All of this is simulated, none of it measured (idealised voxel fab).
Process module, titled voxel transistor to metal
Pictured: cross-section cut, 160 nm wide, on a grid of 5 nm square cells.
Square cells in a grid make up a cross-section in this document, and the grid is given as bands, listed from the top down, each one or more rows of cells.
For a band, the entry starts with two heights in nm, that of the top and then that of the bottom, and carries on with the band's materials in order from left to right, each alongside its width in nm; the word "full width" beside a single material means it fills the band edge to edge, and "air" means empty space.
All heights in this document are referenced to 0, defined as the level beneath which the wafer, as received, consists entirely of one material. The lowest band is not bounded below; it extends indefinitely downward and is written in the form "0 and below".
With a width like "30->40", each row of cells in the band differs from the next by the same amount, the top row carrying the first number and the bottom row the second.
"left unchanged", as given for a step, is the statement that not any cell of the cross-section underwent a change during that step.
Listed in "Catalogued sealed voids": every empty space of 8 or more cells without an open way to the top. Form: width x height at distance, the distance being from the left edge, all in nm.
Where a step's line continues beyond its settings, the continuation is a remark by the simulator itself on that step.
"overlay nm" on a masked step: distance the mask lay right of its planned place, negative for left.
# Process steps - plan
1: RECEIVE [material Si]
2: OXIDIZE [depth nm 5]
3: CONFORMAL_DEP [material SiN] [thk nm 15]
4: DIRECTIONAL_DEP [material aC] [thk nm 10]
5: PATTERN [tone cover] [mask id ACTIVE] [material resist] [width nm 125] [thk nm 30] [overlay nm 0]
6: DIRECTIONAL_ETCH [etch materials aC] [depth nm 10]
7: STRIP [etch materials resist]
8: DIRECTIONAL_ETCH [etch materials SiN] [depth nm 15]
9: DIRECTIONAL_ETCH [etch materials SiO2] [depth nm 5]
10: DIRECTIONAL_ETCH [etch materials Si] [depth nm 30]
11: STRIP [etch materials aC]
12: OXIDIZE [depth nm 5]
13: FILL_DEP [material SiO2] [thk nm 15]
14: CMP [height nm 15]
15: SELECTIVE_ETCH [etch materials SiO2] [depth nm 10]
16: STRIP [etch materials SiN]
17: SELECTIVE_ETCH [etch materials SiO2] [depth nm 5]
18: OXIDIZE [depth nm 5]
19: DIRECTIONAL_DEP [material polySi] [thk nm 20]
20: DIRECTIONAL_DEP [material SiCN] [thk nm 10]
21: DIRECTIONAL_DEP [material aC] [thk nm 10]
22: PATTERN [tone cover] [mask id GATE] [material resist] [width nm 25] [thk nm 30] [overlay nm 0]
23: DIRECTIONAL_ETCH [etch materials aC] [depth nm 10]
24: STRIP [etch materials resist]
25: DIRECTIONAL_ETCH [etch materials SiCN] [depth nm 20]
26: DIRECTIONAL_ETCH [etch materials polySi] [depth nm 30]
27: STRIP [etch materials aC]
28: CONFORMAL_DEP [material SiO2] [thk nm 5]
29: DIRECTIONAL_ETCH [etch materials SiO2] [depth nm 5]
30: CONFORMAL_DEP [material SiN] [thk nm 5]
31: DIRECTIONAL_ETCH [etch materials SiN] [depth nm 5]
32: DIRECTIONAL_ETCH [etch materials SiO2] [depth nm 5]
33: DIRECTIONAL_ETCH [etch materials Si] [depth nm 5]
34: EPI [material nSi] [thk nm 5]
35: FILL_DEP [material SiO2] [thk nm 10]
36: CMP [height nm 25]
37: DIRECTIONAL_DEP [material SiO2] [thk nm 15]
38: MASKED_ETCH [tone open] [mask id CONTACT] [width nm 20] [pitch nm 85] [etch materials SiO2] [depth nm 50] [overlay nm 0]
39: CONFORMAL_DEP [material TiN] [thk nm 5]
40: FILL_DEP [material Ru] [thk nm 5]
41: CMP [height nm 40]
42: DIRECTIONAL_DEP [material TiN] [thk nm 5]
43: DIRECTIONAL_DEP [material Ru] [thk nm 20]
44: PATTERN [tone cover] [mask id METAL_1] [material resist] [width nm 20] [pitch nm 85] [thk nm 20] [overlay nm 0]
45: DIRECTIONAL_ETCH [etch materials Ru] [depth nm 20]
46: DIRECTIONAL_ETCH [etch materials TiN] [depth nm 5]
47: STRIP [etch materials resist]
48: CONFORMAL_DEP [material SiN] [thk nm 5]
49: FILL_DEP [material SiO2] [thk nm 10]
50: CMP [height nm 65]
51: CONFORMAL_DEP [material SiCN] [thk nm 5]
# As-received wafer cross-section (after step 1)
  0 and below: Si full width
  Catalogued sealed voids: none
# Cross-section: first of two wafers, module finished, run according to plan
  70 down to 65: SiCN full width
  65 down to 45: 20 SiO2 / 5 SiN / 20 Ru / 5 SiN / 55 SiO2 / 5 SiN / 20 Ru / 5 SiN / 25 SiO2
  45 down to 40: 25 SiN / 20 TiN / 65 SiN / 20 TiN / 30 SiN
  40 down to 25: 25 SiO2 / 5 TiN / 10 Ru / 5 TiN / 65 SiO2 / 5 TiN / 10 Ru / 5 TiN / 30 SiO2
  25 down to 15: 25 SiO2 / 5 TiN / 10 Ru / 5 TiN / 10 SiO2 / 5 SiN / 5 SiO2 / 25 SiCN / 5 SiO2 / 5 SiN / 10 SiO2 / 5 TiN / 10 Ru / 5 TiN / 30 SiO2
  15 down to 0: 25 SiO2 / 5 TiN / 10 Ru / 5 TiN / 10 SiO2 / 5 SiN / 5 SiO2 / 25 polySi / 5 SiO2 / 5 SiN / 10 SiO2 / 5 TiN / 10 Ru / 5 TiN / 30 SiO2
  0 down to -5: 15 SiO2 / 5 SiN / 5 SiO2 / 5 TiN / 10 Ru / 5 TiN / 10 SiO2 / 5 SiN / 5 SiO2 / 25 polySi / 5 SiO2 / 5 SiN / 10 SiO2 / 5 TiN / 10 Ru / 5 TiN / 5 SiO2 / 5 SiN / 20 SiO2
  -5 down to -10: 25 SiO2 / 20 TiN / 5 SiO2 / 5 nSi / 45 SiO2 / 5 nSi / 5 SiO2 / 20 TiN / 30 SiO2
  -10 down to -15: 20 SiO2 / 35 nSi / 45 Si / 35 nSi / 25 SiO2
  -15 down to -40: 20 SiO2 / 115 Si / 25 SiO2
  -40 and below: Si full width
  Catalogued sealed voids: none
# second wafer at the end: like start, like plan, one mistake
  70 down to 65: SiCN full width
  65 down to 45: 20 SiO2 / 5 SiN / 20 Ru / 5 SiN / 55 SiO2 / 5 SiN / 20 Ru / 5 SiN / 25 SiO2
  45 down to 40: 25 SiN / 20 TiN / 65 SiN / 20 TiN / 30 SiN
  40 down to 25: 25 SiO2 / 5 TiN / 10 Ru / 5 TiN / 65 SiO2 / 5 TiN / 10 Ru / 5 TiN / 30 SiO2
  25 down to 15: 25 SiO2 / 5 TiN / 10 Ru / 5 TiN / 5 SiN / 5 SiO2 / 25 SiCN / 5 SiO2 / 5 SiN / 20 SiO2 / 5 TiN / 10 Ru / 5 TiN / 30 SiO2
  15 down to 0: 25 SiO2 / 5 TiN / 10 Ru / 5 TiN / 5 SiN / 5 SiO2 / 25 polySi / 5 SiO2 / 5 SiN / 20 SiO2 / 5 TiN / 10 Ru / 5 TiN / 30 SiO2
  0 down to -5: 15 SiO2 / 5 SiN / 5 SiO2 / 5 TiN / 5 Ru / 10 TiN / 5 SiN / 5 SiO2 / 25 polySi / 5 SiO2 / 5 SiN / 20 SiO2 / 5 TiN / 10 Ru / 5 TiN / 5 SiO2 / 5 SiN / 20 SiO2
  -5 down to -10: 25 SiO2 / 15 TiN / 5 nSi / 45 SiO2 / 5 nSi / 15 SiO2 / 20 TiN / 30 SiO2
  -10 down to -15: 20 SiO2 / 25 nSi / 45 Si / 45 nSi / 25 SiO2
  -15 down to -40: 20 SiO2 / 115 Si / 25 SiO2
  -40 and below: Si full width
  Catalogued sealed voids: none
The mistake made against the process plan was this: for step 22, the planned setting was not used; the step was instead run as PATTERN [tone cover] [mask id GATE] [material resist] [width nm 25] [thk nm 30] [overlay nm -10]
Cell-count delta at end, second wafer over first, by material: Ru: 1 fewer, SiO2: 1 more
